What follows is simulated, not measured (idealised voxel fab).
The document below concerns the process module designated voxel capacitor over wiring.
The width of the displayed cross-section, cut, is 235 nm; its cells are square, with a size of 5 nm.
Each cross-section below is a grid of square cells, stated as bands in top-down order, with one or more rows of cells making up each band. Quick guide to a band line: top height, bottom height (nm) up front; then every material left to right with its width in nm. Only one material and it's marked "full width"? Then it fills the band edge to edge. And "air" just means empty space. Below 0: as-received wafer, all one material; heights counted from there. Lowest band: no bottom, goes on down, written "0 down". A width such as "30->40" changes by the same amount from each row of cells to the next, from the band's top row to its bottom row. "everything unchanged", as given for a step, is the statement that not any cell of the cross-section underwent a change during that step. Any empty space of 8 cells or more lacking an open way to the top shows up in "Unvented cavities" as width x height at distance, distance from the left edge, in nm. On each step's line, the part that comes after the settings is the simulator's own comment on the step. overlay nm: where the mask lay relative to plan, measured to the right, on steps with a mask; negatives go left.

[The process steps that were planned are listed below]
| 1 | RECEIVE (material Si) |
| 2 | CONFORMAL_DEP (material SiO2; thk nm 15) |
| 3 | DIRECTIONAL_DEP (material TiN; thk nm 5) |
| 4 | DIRECTIONAL_DEP (material W; thk nm 20) |
| 5 | MASKED_ETCH (tone cover; mask id METAL_1; width nm 15; pitch nm 95; etch materials W; depth nm 20; overlay nm 0) |
| 6 | MASKED_ETCH (tone cover; mask id METAL_1; width nm 25; pitch nm 95; etch materials TiN; depth nm 5; overlay nm 0) |
| 7 | CONFORMAL_DEP (material SiN; thk nm 5) |
| 8 | FILL_DEP (material lowk; thk nm 5) |
| 9 | CMP (height nm 40) |
| 10 | CONFORMAL_DEP (material SiCN; thk nm 5) |
| 11 | DIRECTIONAL_DEP (material SiO2; thk nm 20) |
| 12 | MASKED_ETCH (tone open; mask id PLUG_1; width nm 15; etch materials SiO2; depth nm 20; overlay nm 0) |
| 13 | MASKED_ETCH (tone open; mask id PLUG_1; width nm 15; etch materials SiCN; depth nm 5; overlay nm 0) |
| 14 | EPI (material Ru; thk nm 10) |
| 15 | EPI (material Ru; thk nm 10) |
| 16 | EPI (material Ru; thk nm 5) |
| 17 | DIRECTIONAL_DEP (material TiN; thk nm 10) |
| 18 | DIRECTIONAL_DEP (material Al2O3; thk nm 5) |
| 19 | DIRECTIONAL_DEP (material TiN; thk nm 10) |
| 20 | DIRECTIONAL_DEP (material aC; thk nm 15) |
| 21 | PATTERN (tone cover; mask id UPPER_PLATE; material resist; width nm 75; thk nm 35; overlay nm 0) |
| 22 | DIRECTIONAL_ETCH (etch materials aC; depth nm 15) |
| 23 | STRIP (etch materials resist) |
| 24 | DIRECTIONAL_ETCH (etch materials TiN; depth nm 10) |
| 25 | DIRECTIONAL_ETCH (etch materials Al2O3; depth nm 5) |
| 26 | STRIP (etch materials aC) |
| 27 | MASKED_ETCH (tone cover; mask id LOWER_PLATE; width nm 85; etch materials TiN; depth nm 10; overlay nm 0) |
| 28 | FILL_DEP (material SiO2; thk nm 15) |
| 29 | CMP (height nm 100) |
| 30 | DIRECTIONAL_DEP (material aC; thk nm 10) |
| 31 | PATTERN (tone open; mask id PLUG_2; material resist; width nm 15; thk nm 25; overlay nm 0) |
| 32 | DIRECTIONAL_ETCH (etch materials aC; depth nm 10) |
| 33 | STRIP (etch materials resist) |
| 34 | DIRECTIONAL_ETCH (etch materials SiO2; depth nm 10) |
| 35 | STRIP (etch materials aC) |
| 36 | CONFORMAL_DEP (material TiN; thk nm 5) |
| 37 | FILL_DEP (material Ru; thk nm 10) |
| 38 | CMP (height nm 100) |
| 39 | CONFORMAL_DEP (material SiN; thk nm 5) |
The wafers in this document start out alike and differ in the width nm applied at step 5; the plan shows the value used for the first wafer.

[Cross-section of the first of several wafers as received (after step 1)]
	0 down = Si full width
	Unvented cavities: none

[Where each wafer stands at the end of the module, a row apiece: cells of each material gained (+) or lost (-) since it was received, then closed voids]
width nm 15, +15 Al2O3, +16 Ru, +44 SiCN, +104 SiN, +561 SiO2, +79 TiN, +24 W, +144 lowk, Unvented cavities: none
width nm 20, +15 Al2O3, +16 Ru, +44 SiCN, +102 SiN, +561 SiO2, +79 TiN, +32 W, +138 lowk, Unvented cavities: none
width nm 25, +15 Al2O3, +16 Ru, +44 SiCN, +100 SiN, +561 SiO2, +79 TiN, +40 W, +132 lowk, Unvented cavities: none
width nm 30, +15 Al2O3, +16 Ru, +44 SiCN, +98 SiN, +561 SiO2, +81 TiN, +48 W, +124 lowk, Unvented cavities: none
width nm 35, +15 Al2O3, +16 Ru, +44 SiCN, +96 SiN, +561 SiO2, +83 TiN, +56 W, +116 lowk, Unvented cavities: none
width nm 40, +15 Al2O3, +16 Ru, +44 SiCN, +94 SiN, +561 SiO2, +85 TiN, +64 W, +108 lowk, Unvented cavities: none
